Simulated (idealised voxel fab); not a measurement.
The process module presented herein is designated voxel air gaps.
The cross-section on display is named cut; it measures 175 nm wide, and its cells are 5 nm squares.
Just so we're on the same page, the cross-sections are grids of square cells, and they're listed out in bands top to bottom, each band one or more rows deep.
First you get the band's top height and its bottom height, in nm, and then the materials it's made of, left to right, with each width in nm. If you see a single material with "full width", that one covers the band edge to edge. "blank" is empty space.
Zero point of the height axis is 0; under it, received wafer = one material. Lowest band: continues down indefinitely, "z 0 and below".
Per-row width for "30 to 40": begins at first number (top row of band), ends at second number (bottom row), increment between rows held constant.
Step note "same as before" = no cross-section cell changed.
Entry "Catalogued sealed voids". Content: empty spaces with no open connection to the top, size 8 cells or greater. Each: width x height at distance. Distance: from left edge. Unit: nm.
It should be noted that, on the line of a given step, the content following the step's settings is a remark produced by the simulator itself with respect to that step.
overlay nm: mask offset rightward from planned place, masked step; negative means leftward offset.

## Intended process steps
1: RECEIVE (material Si)
2: CONFORMAL_DEP (material SiO2; thk nm 15)
3: CONFORMAL_DEP (material SiCN; thk nm 5)
4: DIRECTIONAL_DEP (material lowk; thk nm 35)
5: DIRECTIONAL_DEP (material aC; thk nm 15)
6: PATTERN (tone open; mask id LINES; material resist; width nm 20; pitch nm 50; thk nm 35; overlay nm 0)
7: DIRECTIONAL_ETCH (etch materials aC; depth nm 15)
8: STRIP (etch materials resist)
9: DIRECTIONAL_ETCH (etch materials lowk; depth nm 35)
10: STRIP (etch materials aC)
11: CONFORMAL_DEP (material TiN; thk nm 5)
12: FILL_DEP (material W; thk nm 10)
13: CMP (height nm 55)
14: EPI (material Ru; thk nm 10)
15: SELECTIVE_ETCH (etch materials lowk; depth nm 45)
16: CONFORMAL_DEP (material SiCN; thk nm 5)

## Shown in cross-section is the wafer as received, that is, as it stands after step 1
    z 0 and below: Si full width
    Catalogued sealed voids: none

## End-of-module XS, first of two wafers, run as planned
    z 70 to 65: 10 blank  150 SiCN  15 blank
    z 65 to 55: 10 blank  5 SiCN  40 Ru  10 SiCN  40 Ru  10 SiCN  40 Ru  5 SiCN  15 blank
    z 55 to 50: 10 blank  15 SiCN  5 TiN  10 W  5 TiN  30 SiCN  5 TiN  10 W  5 TiN  30 SiCN  5 TiN  10 W  5 TiN  15 SiCN  15 blank
    z 50 to 25: 20 blank  5 SiCN  5 TiN  10 W  5 TiN  5 SiCN  20 blank  5 SiCN  5 TiN  10 W  5 TiN  5 SiCN  20 blank  5 SiCN  5 TiN  10 W  5 TiN  5 SiCN  25 blank
    z 25 to 20: 25 SiCN  20 TiN  30 SiCN  20 TiN  30 SiCN  20 TiN  30 SiCN
    z 20 to 15: SiCN full width
    z 15 to 0: SiO2 full width
    z 0 and below: Si full width
    Catalogued sealed voids: 20 x 25 at 50; 20 x 25 at 100

## This cross-section belongs to the second wafer of two at the end of the module; the start and the plan were shared with the first, and the run included one mistake
    z 70 to 65: SiCN full width
    z 65 to 55: Ru full width
    z 55 to 45: W full width
    z 45 to 40: 30 TiN  10 W  40 TiN  10 W  40 TiN  10 W  35 TiN
    z 40 to 10: 25 lowk  5 TiN  10 W  5 TiN  30 lowk  5 TiN  10 W  5 TiN  30 lowk  5 TiN  10 W  5 TiN  30 lowk
    z 10 to 5: 25 lowk  20 TiN  30 lowk  20 TiN  30 lowk  20 TiN  30 lowk
    z 5 to 0: SiCN full width
    z 0 and below: Si full width
    Catalogued sealed voids: none
What was done differently from what was planned? the run left out plan step 2 entirely, so it was never executed
Final tally in cells, some materials are higher or lower on the second wafer than on the first: Ru +22; SiCN -78; SiO2 -105; TiN +29; W +76; lowk +161
Final count of closed voids per wafer: 2 in the first, 0 in the second.
